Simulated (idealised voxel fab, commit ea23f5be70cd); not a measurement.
process module | voxel tone inversion
Cross-sectional view cut (width: 270 nm; square cell size: 5 nm).
In this document a cross-section is written as a grid of square cells. It is given as a series of bands, listed from the top down, and a band is one or more rows of cells.
Each band's line starts with the height of the band's top and of its bottom, in nm. Then come its materials from left to right, each with its width in nm. One material with "everywhere" fills the band from edge to edge. "blank" is empty space.
The level at which height equals 0 is the one under which the wafer, as it arrives, is entirely one material. No lower edge exists for the bottom band, which continues downward and is notated as in "z 0 and below".
The notation "30..40" denotes a width that varies across the rows of cells in the band, beginning at the first number in the top row, finishing at the second number in the bottom row, and changing by an identical amount from each row to the next.
Reading "no change occurred" for a step: not a cell of the cross-section changed in it.
Listed in "Voids lacking openings": every empty space of 8 or more cells without an open way to the top. Form: width x height at distance, the distance being from the left edge, all in nm.
Formally, on a step line, whatever follows the settings is a remark that the simulator itself makes on the step.
For masked steps, "overlay nm" on the step line gives how far right of plan the mask actually lay; a minus sign means it lay to the left.
From here on the document is pairs. In a pair, the cross-section before one process step comes with the cross-section after it, and the latter goes no deeper than the lowest band that changed. What lies in between, the step and its settings, is written under the pair. A pair may be from a different run of this module on the same starting wafer than the pair above it, so it continues from that pair only where its entry headed "Pre-step geometry" says so.

## Pre-step geometry
- z 0 and below  Si everywhere
- Voids lacking openings: none

## State After Step
- z 5 to 0  SiCN everywhere
- Nothing below the height 0 has changed.
- Voids lacking openings: none
Which process step falls between the two cross-sections above? CONFORMAL_DEP | material SiCN | thk nm 5

Pre-step geometry: cross-section not repeated; it is the one shown after the step in the pair just above.

## State After Step
- z 20 to 5  polySi everywhere
- Nothing below the height 5 has changed.
- Voids lacking openings: none
Which process step falls between the two cross-sections above? DIRECTIONAL_DEP | material polySi | thk nm 15

Pre-step geometry: cross-section not repeated; it is the one shown after the step in the pair just above.

## State After Step
- z 45 to 20  blank (75); resist (25); blank (20); resist (25); blank (20); resist (25); blank (80)
- Nothing below the height 20 has changed.
- Voids lacking openings: none
Which process step falls between the two cross-sections above? PATTERN | tone cover | mask id POSTS | material resist | width nm 25 | pitch nm 45 | thk nm 25 | overlay nm 0

Pre-step geometry: cross-section not repeated; it is the one shown after the step in the pair just above.

## State After Step
- z 45 to 20  blank (75); resist (25); blank (20); resist (25); blank (20); resist (25); blank (80)
- z 20 to 5  blank (75); polySi (25); blank (20); polySi (25); blank (20); polySi (25); blank (80)
- Nothing below the height 5 has changed.
- Voids lacking openings: none
Which process step falls between the two cross-sections above? DIRECTIONAL_ETCH | etch materials polySi | depth nm 15

Pre-step geometry: cross-section not repeated; it is the one shown after the step in the pair just above.

## State After Step
- z 20 to 5  blank (75); polySi (25); blank (20); polySi (25); blank (20); polySi (25); blank (80)
- Nothing below the height 5 has changed.
- Voids lacking openings: none
Which process step falls between the two cross-sections above? STRIP | etch materials resist

Pre-step geometry: cross-section not repeated; it is the one shown after the step in the pair just above.

## State After Step
- z 25 to 20  lowk everywhere
- z 20 to 5  lowk (75); polySi (25); lowk (20); polySi (25); lowk (20); polySi (25); lowk (80)
- Nothing below the height 5 has changed.
- Voids lacking openings: none
Which process step falls between the two cross-sections above? FILL_DEP | material lowk | thk nm 5

Pre-step geometry: cross-section not repeated; it is the one shown after the step in the pair just above.

## State After Step
- z 20 to 5  lowk (75); polySi (25); lowk (20); polySi (25); lowk (20); polySi (25); lowk (80)
- Nothing below the height 5 has changed.
- Voids lacking openings: none
Which process step falls between the two cross-sections above? CMP | height nm 20

Pre-step geometry: cross-section not repeated; it is the one shown after the step in the pair just above.

## State After Step
- z 20 to 5  lowk (75); blank (25); lowk (20); blank (25); lowk (20); blank (25); lowk (80)
- Nothing below the height 5 has changed.
- Voids lacking openings: none
Which process step falls between the two cross-sections above? STRIP | etch materials polySi

## Pre-step geometry
- z 0 and below  Si everywhere
- Voids lacking openings: none

## State After Step
- z 15 to 0  polySi everywhere
- Nothing below the height 0 has changed.
- Voids lacking openings: none
Which process step falls between the two cross-sections above? DIRECTIONAL_DEP | material polySi | thk nm 15

Pre-step geometry: cross-section not repeated; it is the one shown after the step in the pair just above.

## State After Step
- z 40 to 15  blank (75); resist (25); blank (20); resist (25); blank (20); resist (25); blank (80)
- Nothing below the height 15 has changed.
- Voids lacking openings: none
Which process step falls between the two cross-sections above? PATTERN | tone cover | mask id POSTS | material resist | width nm 25 | pitch nm 45 | thk nm 25 | overlay nm 0

Pre-step geometry: cross-section not repeated; it is the one shown after the step in the pair just above.

## State After Step
- z 40 to 15  blank (75); resist (25); blank (20); resist (25); blank (20); resist (25); blank (80)
- z 15 to 0  blank (75); polySi (25); blank (20); polySi (25); blank (20); polySi (25); blank (80)
- Nothing below the height 0 has changed.
- Voids lacking openings: none
Which process step falls between the two cross-sections above? DIRECTIONAL_ETCH | etch materials polySi | depth nm 15

Pre-step geometry: cross-section not repeated; it is the one shown after the step in the pair just above.

## State After Step
- z 15 to 0  blank (75); polySi (25); blank (20); polySi (25); blank (20); polySi (25); blank (80)
- Nothing below the height 0 has changed.
- Voids lacking openings: none
Which process step falls between the two cross-sections above? STRIP | etch materials resist

Pre-step geometry: cross-section not repeated; it is the one shown after the step in the pair just above.

## State After Step
- z 20 to 15  lowk everywhere
- z 15 to 0  lowk (75); polySi (25); lowk (20); polySi (25); lowk (20); polySi (25); lowk (80)
- Nothing below the height 0 has changed.
- Voids lacking openings: none
Which process step falls between the two cross-sections above? FILL_DEP | material lowk | thk nm 5

## Pre-step geometry
- z 15 to 0  polySi everywhere
- z 0 and below  Si everywhere
- Voids lacking openings: none

## State After Step
- z 20 to 15  SiCN everywhere
- Nothing below the height 15 has changed.
- Voids lacking openings: none
Which process step falls between the two cross-sections above? CONFORMAL_DEP | material SiCN | thk nm 5

Pre-step geometry: cross-section not repeated; it is the one shown after the step in the pair just above.

## State After Step
- z 45 to 20  blank (75); resist (25); blank (20); resist (25); blank (20); resist (25); blank (80)
- Nothing below the height 20 has changed.
- Voids lacking openings: none
Which process step falls between the two cross-sections above? PATTERN | tone cover | mask id POSTS | material resist | width nm 25 | pitch nm 45 | thk nm 25 | overlay nm 0

Pre-step geometry: cross-section not repeated; it is the one shown after the step in the pair just above.

## State After Step
- z 20 to 15  SiCN everywhere
- Nothing below the height 15 has changed.
- Voids lacking openings: none
Which process step falls between the two cross-sections above? STRIP | etch materials resist

Pre-step geometry: cross-section not repeated; it is the one shown after the step in the pair just above.

## State After Step
- z 25 to 20  lowk everywhere
- Nothing below the height 20 has changed.
- Voids lacking openings: none
Which process step falls between the two cross-sections above? FILL_DEP | material lowk | thk nm 5

Pre-step geometry: cross-section not repeated; it is the one shown after the step in the pair just above.

## State After Step
- z 20 to 15  SiCN everywhere
- Nothing below the height 15 has changed.
- Voids lacking openings: none
Which process step falls between the two cross-sections above? CMP | height nm 20

## Pre-step geometry
- z 0 and below  Si everywhere
- Voids lacking openings: none

## State After Step
- z 15 to 0  SiCN everywhere
- Nothing below the height 0 has changed.
- Voids lacking openings: none
Which process step falls between the two cross-sections above? CONFORMAL_DEP | material SiCN | thk nm 15

Pre-step geometry: cross-section not repeated; it is the one shown after the step in the pair just above.

## State After Step
- z 30 to 15  polySi everywhere
- Nothing below the height 15 has changed.
- Voids lacking openings: none
Which process step falls between the two cross-sections above? DIRECTIONAL_DEP | material polySi | thk nm 15

Pre-step geometry: cross-section not repeated; it is the one shown after the step in the pair just above.

## State After Step
- z 55 to 30  blank (75); resist (25); blank (20); resist (25); blank (20); resist (25); blank (80)
- Nothing below the height 30 has changed.
- Voids lacking openings: none
Which process step falls between the two cross-sections above? PATTERN | tone cover | mask id POSTS | material resist | width nm 25 | pitch nm 45 | thk nm 25 | overlay nm 0

Pre-step geometry: cross-section not repeated; it is the one shown after the step in the pair just above.

## State After Step
- z 55 to 30  blank (75); resist (25); blank (20); resist (25); blank (20); resist (25); blank (80)
- z 30 to 15  blank (75); polySi (25); blank (20); polySi (25); blank (20); polySi (25); blank (80)
- Nothing below the height 15 has changed.
- Voids lacking openings: none
Which process step falls between the two cross-sections above? DIRECTIONAL_ETCH | etch materials polySi | depth nm 15

Pre-step geometry: cross-section not repeated; it is the one shown after the step in the pair just above.

## State After Step
- z 30 to 15  blank (75); polySi (25); blank (20); polySi (25); blank (20); polySi (25); blank (80)
- Nothing below the height 15 has changed.
- Voids lacking openings: none
Which process step falls between the two cross-sections above? STRIP | etch materials resist

Pre-step geometry: cross-section not repeated; it is the one shown after the step in the pair just above.

## State After Step
- z 35 to 30  lowk everywhere
- z 30 to 15  lowk (75); polySi (25); lowk (20); polySi (25); lowk (20); polySi (25); lowk (80)
- Nothing below the height 15 has changed.
- Voids lacking openings: none
Which process step falls between the two cross-sections above? FILL_DEP | material lowk | thk nm 5

Pre-step geometry: cross-section not repeated; it is the one shown after the step in the pair just above.

## State After Step
- z 20 to 15  lowk (75); polySi (25); lowk (20); polySi (25); lowk (20); polySi (25); lowk (80)
- Nothing below the height 15 has changed.
- Voids lacking openings: none
Which process step falls between the two cross-sections above? CMP | height nm 20

Pre-step geometry: cross-section not repeated; it is the one shown after the step in the pair just above.

## State After Step
- z 20 to 15  lowk (75); blank (25); lowk (20); blank (25); lowk (20); blank (25); lowk (80)
- Nothing below the height 15 has changed.
- Voids lacking openings: none
Which process step falls between the two cross-sections above? STRIP | etch materials polySi

## Pre-step geometry
- z 20 to 5  polySi everywhere
- z 5 to 0  SiCN everywhere
- z 0 and below  Si everywhere
- Voids lacking openings: none

## State After Step
- z 45 to 20  blank (75); resist (30); blank (15); resist (30); blank (15); resist (30); blank (75)
- Nothing below the height 20 has changed.
- Voids lacking openings: none
Which process step falls between the two cross-sections above? PATTERN | tone cover | mask id POSTS | material resist | width nm 30 | pitch nm 45 | thk nm 25 | overlay nm 0

Pre-step geometry: cross-section not repeated; it is the one shown after the step in the pair just above.

## State After Step
- z 45 to 20  blank (75); resist (30); blank (15); resist (30); blank (15); resist (30); blank (75)
- z 20 to 5  blank (75); polySi (30); blank (15); polySi (30); blank (15); polySi (30); blank (75)
- Nothing below the height 5 has changed.
- Voids lacking openings: none
Which process step falls between the two cross-sections above? DIRECTIONAL_ETCH | etch materials polySi | depth nm 15

Pre-step geometry: cross-section not repeated; it is the one shown after the step in the pair just above.

## State After Step
- z 20 to 5  blank (75); polySi (30); blank (15); polySi (30); blank (15); polySi (30); blank (75)
- Nothing below the height 5 has changed.
- Voids lacking openings: none
Which process step falls between the two cross-sections above? STRIP | etch materials resist

Pre-step geometry: cross-section not repeated; it is the one shown after the step in the pair just above.

## State After Step
- z 25 to 20  lowk everywhere
- z 20 to 5  lowk (75); polySi (30); lowk (15); polySi (30); lowk (15); polySi (30); lowk (75)
- Nothing below the height 5 has changed.
- Voids lacking openings: none
Which process step falls between the two cross-sections above? FILL_DEP | material lowk | thk nm 5

Pre-step geometry: cross-section not repeated; it is the one shown after the step in the pair just above.

## State After Step
- z 20 to 5  lowk (75); polySi (30); lowk (15); polySi (30); lowk (15); polySi (30); lowk (75)
- Nothing below the height 5 has changed.
- Voids lacking openings: none
Which process step falls between the two cross-sections above? CMP | height nm 20

Pre-step geometry: cross-section not repeated; it is the one shown after the step in the pair just above.

## State After Step
- z 20 to 5  lowk (75); blank (30); lowk (15); blank (30); lowk (15); blank (30); lowk (75)
- Nothing below the height 5 has changed.
- Voids lacking openings: none
Which process step falls between the two cross-sections above? STRIP | etch materials polySi

## Pre-step geometry
- z 20 to 5  polySi everywhere
- z 5 to 0  SiCN everywhere
- z 0 and below  Si everywhere
- Voids lacking openings: none

## State After Step
- z 45 to 20  blank (85); resist (25); blank (20); resist (25); blank (20); resist (25); blank (70)
- Nothing below the height 20 has changed.
- Voids lacking openings: none
Which process step falls between the two cross-sections above? PATTERN | tone cover | mask id POSTS | material resist | width nm 25 | pitch nm 45 | thk nm 25 | overlay nm 10

Pre-step geometry: cross-section not repeated; it is the one shown after the step in the pair just above.

## State After Step
- z 45 to 20  blank (85); resist (25); blank (20); resist (25); blank (20); resist (25); blank (70)
- z 20 to 5  blank (85); polySi (25); blank (20); polySi (25); blank (20); polySi (25); blank (70)
- Nothing below the height 5 has changed.
- Voids lacking openings: none
Which process step falls between the two cross-sections above? DIRECTIONAL_ETCH | etch materials polySi | depth nm 15

Pre-step geometry: cross-section not repeated; it is the one shown after the step in the pair just above.

## State After Step
- z 20 to 5  blank (85); polySi (25); blank (20); polySi (25); blank (20); polySi (25); blank (70)
- Nothing below the height 5 has changed.
- Voids lacking openings: none
Which process step falls between the two cross-sections above? STRIP | etch materials resist

Pre-step geometry: cross-section not repeated; it is the one shown after the step in the pair just above.

## State After Step
- z 25 to 20  lowk everywhere
- z 20 to 5  lowk (85); polySi (25); lowk (20); polySi (25); lowk (20); polySi (25); lowk (70)
- Nothing below the height 5 has changed.
- Voids lacking openings: none
Which process step falls between the two cross-sections above? FILL_DEP | material lowk | thk nm 5

Pre-step geometry: cross-section not repeated; it is the one shown after the step in the pair just above.

## State After Step
- z 20 to 5  lowk (85); polySi (25); lowk (20); polySi (25); lowk (20); polySi (25); lowk (70)
- Nothing below the height 5 has changed.
- Voids lacking openings: none
Which process step falls between the two cross-sections above? CMP | height nm 20

Pre-step geometry: cross-section not repeated; it is the one shown after the step in the pair just above.

## State After Step
- z 20 to 5  lowk (85); blank (25); lowk (20); blank (25); lowk (20); blank (25); lowk (70)
- Nothing below the height 5 has changed.
- Voids lacking openings: none
Which process step falls between the two cross-sections above? STRIP | etch materials polySi

## Pre-step geometry
- z 20 to 5  blank (75); polySi (25); blank (20); polySi (25); blank (20); polySi (25); blank (80)
- z 5 to 0  SiCN everywhere
- z 0 and below  Si everywhere
- Voids lacking openings: none

## State After Step
- z 25 to 20  SiCN everywhere
- z 20 to 5  SiCN (75); polySi (25); SiCN (20); polySi (25); SiCN (20); polySi (25); SiCN (80)
- Nothing below the height 5 has changed.
- Voids lacking openings: none
Which process step falls between the two cross-sections above? FILL_DEP | material SiCN | thk nm 5

Pre-step geometry: cross-section not repeated; it is the one shown after the step in the pair just above.

## State After Step
- z 20 to 5  SiCN (75); polySi (25); SiCN (20); polySi (25); SiCN (20); polySi (25); SiCN (80)
- Nothing below the height 5 has changed.
- Voids lacking openings: none
Which process step falls between the two cross-sections above? CMP | height nm 20

Pre-step geometry: cross-section not repeated; it is the one shown after the step in the pair just above.

## State After Step
- z 20 to 5  SiCN (75); blank (25); SiCN (20); blank (25); SiCN (20); blank (25); SiCN (80)
- Nothing below the height 5 has changed.
- Voids lacking openings: none
Which process step falls between the two cross-sections above? STRIP | etch materials polySi

## Pre-step geometry
- z 20 to 5  polySi everywhere
- z 5 to 0  SiCN everywhere
- z 0 and below  Si everywhere
- Voids lacking openings: none

## State After Step
- z 45 to 20  resist (75); blank (25); resist (20); blank (25); resist (20); blank (25); resist (80)
- Nothing below the height 20 has changed.
- Voids lacking openings: none
Which process step falls between the two cross-sections above? PATTERN | tone open | mask id POSTS | material resist | width nm 25 | pitch nm 45 | thk nm 25 | overlay nm 0

Pre-step geometry: cross-section not repeated; it is the one shown after the step in the pair just above.

## State After Step
- z 45 to 20  resist (75); blank (25); resist (20); blank (25); resist (20); blank (25); resist (80)
- z 20 to 5  polySi (75); blank (25); polySi (20); blank (25); polySi (20); blank (25); polySi (80)
- Nothing below the height 5 has changed.
- Voids lacking openings: none
Which process step falls between the two cross-sections above? DIRECTIONAL_ETCH | etch materials polySi | depth nm 15

Pre-step geometry: cross-section not repeated; it is the one shown after the step in the pair just above.

## State After Step
- z 20 to 5  polySi (75); blank (25); polySi (20); blank (25); polySi (20); blank (25); polySi (80)
- Nothing below the height 5 has changed.
- Voids lacking openings: none
Which process step falls between the two cross-sections above? STRIP | etch materials resist

Pre-step geometry: cross-section not repeated; it is the one shown after the step in the pair just above.

## State After Step
- z 25 to 20  lowk everywhere
- z 20 to 5  polySi (75); lowk (25); polySi (20); lowk (25); polySi (20); lowk (25); polySi (80)
- Nothing below the height 5 has changed.
- Voids lacking openings: none
Which process step falls between the two cross-sections above? FILL_DEP | material lowk | thk nm 5

Pre-step geometry: cross-section not repeated; it is the one shown after the step in the pair just above.

## State After Step
- z 20 to 5  polySi (75); lowk (25); polySi (20); lowk (25); polySi (20); lowk (25); polySi (80)
- Nothing below the height 5 has changed.
- Voids lacking openings: none
Which process step falls between the two cross-sections above? CMP | height nm 20

Pre-step geometry: cross-section not repeated; it is the one shown after the step in the pair just above.

## State After Step
- z 20 to 5  blank (75); lowk (25); blank (20); lowk (25); blank (20); lowk (25); blank (80)
- Nothing below the height 5 has changed.
- Voids lacking openings: none
Which process step falls between the two cross-sections above? STRIP | etch materials polySi
